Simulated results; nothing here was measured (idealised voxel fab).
Process module, titled voxel ribs on slabs
155 nm wide, 5 nm square cells: that's cross-section cut.
Format of a cross-section: grid, square cells. Given as bands. Order: top down. Band: one or more rows of cells.
Top, bottom (nm), then materials left to right with widths (nm); lone material tagged "everywhere" fills the whole band edge to edge; "blank" = empty space.
Beneath 0, the wafer as received is one material, and that level is where height counting begins. The lowest band goes on downward without a bottom; it is written like "from 0 down".
Per-row width for "30 to 40": begins at first number (top row of band), ends at second number (bottom row), increment between rows held constant.
When a step is marked "no alteration", none of the cells in the cross-section changed during that step.
For the entry "Unvented internal voids", the listed items are empty spaces with no open way to the top whose size is 8 cells or more; each item follows the pattern width x height at distance, where distance is from the left edge and all three are in nm.
Formally, on a step line, whatever follows the settings is a remark that the simulator itself makes on the step.
A step's line can hold "overlay nm"; with a mask on that step, the setting says how far right of the planned place the mask lay, while a negative setting says it lay to the left.
-- The steps planned for the process are as follows
1. op RECEIVE | material Si
2. op DIRECTIONAL_DEP | material SiO2 | thk nm 20
3. op DIRECTIONAL_DEP | material polySi | thk nm 25
4. op PATTERN | tone cover | mask id RIB | material resist | width nm 25 | thk nm 15 | overlay nm 0
5. op DIRECTIONAL_ETCH | etch materials polySi | depth nm 5
6. op STRIP | etch materials resist
7. op MASKED_ETCH | tone cover | mask id SLAB | width nm 85 | etch materials polySi | depth nm 20 | overlay nm 0
8. op FILL_DEP | material SiO2 | thk nm 30
9. op CMP | height nm 65
10. op DIRECTIONAL_DEP | material TiN | thk nm 10
11. op DIRECTIONAL_DEP | material aC | thk nm 10
12. op PATTERN | tone cover | mask id HEATER | material resist | width nm 35 | thk nm 30 | overlay nm 0
13. op DIRECTIONAL_ETCH | etch materials aC | depth nm 10
14. op STRIP | etch materials resist
15. op DIRECTIONAL_ETCH | etch materials TiN | depth nm 10
16. op STRIP | etch materials aC
17. op CONFORMAL_DEP | material SiN | thk nm 10
-- First of two wafers, with the run carried out as planned
-- Cross-section of the wafer as it came to us, i.e., already through step 1
  from 0 down | Si everywhere
  Unvented internal voids: none
-- Step 2 done - wafer cross-section
  from 20 to 0 | SiO2 everywhere
  Below 0, the layers are the same as they were.
-- Step 3 done - wafer cross-section
  from 45 to 20 | polySi everywhere
  Below 20, the layers are the same as they were.
-- Step 4 done - wafer cross-section
  from 60 to 45 | blank 65 nm, then resist 25 nm, then blank 65 nm
  Below 45, the layers are the same as they were.
-- Step 5 done - wafer cross-section
  from 60 to 45 | blank 65 nm, then resist 25 nm, then blank 65 nm
  from 45 to 40 | blank 65 nm, then polySi 25 nm, then blank 65 nm
  Below 40, the layers are the same as they were.
-- Step 6 done - wafer cross-section
  from 45 to 40 | blank 65 nm, then polySi 25 nm, then blank 65 nm
  Below 40, the layers are the same as they were.
-- Step 7 done - wafer cross-section
  from 45 to 40 | blank 65 nm, then polySi 25 nm, then blank 65 nm
  from 40 to 20 | blank 35 nm, then polySi 85 nm, then blank 35 nm
  Below 20, the layers are the same as they were.
-- Step 8 done - wafer cross-section
  from 75 to 45 | SiO2 everywhere
  from 45 to 40 | SiO2 65 nm, then polySi 25 nm, then SiO2 65 nm
  from 40 to 20 | SiO2 35 nm, then polySi 85 nm, then SiO2 35 nm
  Below 20, the layers are the same as they were.
-- Step 9 done - wafer cross-section
  from 65 to 45 | SiO2 everywhere
  Below 45, the layers are the same as they were.
-- Step 10 done - wafer cross-section
  from 75 to 65 | TiN everywhere
  Below 65, the layers are the same as they were.
-- Step 11 done - wafer cross-section
  from 85 to 75 | aC everywhere
  Below 75, the layers are the same as they were.
-- Step 12 done - wafer cross-section
  from 115 to 85 | blank 60 nm, then resist 35 nm, then blank 60 nm
  Below 85, the layers are the same as they were.
-- Step 13 done - wafer cross-section
  from 105 to 85 | blank 60 nm, then resist 35 nm, then blank 60 nm
  from 85 to 75 | blank 60 nm, then aC 35 nm, then blank 60 nm
  Below 75, the layers are the same as they were.
-- Step 14 done - wafer cross-section
  from 85 to 75 | blank 60 nm, then aC 35 nm, then blank 60 nm
  Below 75, the layers are the same as they were.
-- Step 15 done - wafer cross-section
  from 85 to 75 | blank 60 nm, then aC 35 nm, then blank 60 nm
  from 75 to 65 | blank 60 nm, then TiN 35 nm, then blank 60 nm
  Below 65, the layers are the same as they were.
-- Step 16 done - wafer cross-section
  from 75 to 65 | blank 60 nm, then TiN 35 nm, then blank 60 nm
  Below 65, the layers are the same as they were.
-- Step 17 done - wafer cross-section
  from 85 to 75 | blank 50 nm, then SiN 55 nm, then blank 50 nm
  from 75 to 65 | SiN 60 nm, then TiN 35 nm, then SiN 60 nm
  Below 65, the layers are the same as they were.
-- Now the other wafer: same start, same recipe, but we messed up one thing when running it. Up to and including step 3 it's the same as the first one
-- Second wafer, cross-section, planned end of step 4
  from 60 to 45 | blank 55 nm, then resist 25 nm, then blank 75 nm
  Below 45, the layers are the same as they were.
-- Second wafer, cross-section, planned end of step 5
  from 60 to 45 | blank 55 nm, then resist 25 nm, then blank 75 nm
  from 45 to 40 | blank 55 nm, then polySi 25 nm, then blank 75 nm
  Below 40, the layers are the same as they were.
-- Second wafer, cross-section, planned end of step 6
  from 45 to 40 | blank 55 nm, then polySi 25 nm, then blank 75 nm
  Below 40, the layers are the same as they were.
-- Second wafer, cross-section, planned end of step 7
  from 45 to 40 | blank 55 nm, then polySi 25 nm, then blank 75 nm
  from 40 to 20 | blank 35 nm, then polySi 85 nm, then blank 35 nm
  Below 20, the layers are the same as they were.
-- Second wafer, cross-section, planned end of step 8
  from 75 to 45 | SiO2 everywhere
  from 45 to 40 | SiO2 55 nm, then polySi 25 nm, then SiO2 75 nm
  from 40 to 20 | SiO2 35 nm, then polySi 85 nm, then SiO2 35 nm
  Below 20, the layers are the same as they were.
-- Second wafer, cross-section, planned end of step 9
  from 65 to 45 | SiO2 everywhere
  Below 45, the layers are the same as they were.
-- Second wafer, cross-section, planned end of step 10
  from 75 to 65 | TiN everywhere
  Below 65, the layers are the same as they were.
-- Second wafer, cross-section, planned end of step 11
  from 85 to 75 | aC everywhere
  Below 75, the layers are the same as they were.
-- Second wafer, cross-section, planned end of step 12
  from 115 to 85 | blank 60 nm, then resist 35 nm, then blank 60 nm
  Below 85, the layers are the same as they were.
-- Second wafer, cross-section, planned end of step 13
  from 105 to 85 | blank 60 nm, then resist 35 nm, then blank 60 nm
  from 85 to 75 | blank 60 nm, then aC 35 nm, then blank 60 nm
  Below 75, the layers are the same as they were.
-- Second wafer, cross-section, planned end of step 14
  from 85 to 75 | blank 60 nm, then aC 35 nm, then blank 60 nm
  Below 75, the layers are the same as they were.
-- Second wafer, cross-section, planned end of step 15
  from 85 to 75 | blank 60 nm, then aC 35 nm, then blank 60 nm
  from 75 to 65 | blank 60 nm, then TiN 35 nm, then blank 60 nm
  Below 65, the layers are the same as they were.
-- Second wafer, cross-section, planned end of step 16
  from 75 to 65 | blank 60 nm, then TiN 35 nm, then blank 60 nm
  Below 65, the layers are the same as they were.
-- Second wafer, cross-section, planned end of step 17
  from 85 to 75 | blank 50 nm, then SiN 55 nm, then blank 50 nm
  from 75 to 65 | SiN 60 nm, then TiN 35 nm, then SiN 60 nm
  Below 65, the layers are the same as they were.
Run error: step 4 was processed under conditions differing from the plan, specifically as op PATTERN | tone cover | mask id RIB | material resist | width nm 25 | thk nm 15 | overlay nm -10
Final wafers compared: equal cell tally per material, rearranged layout.
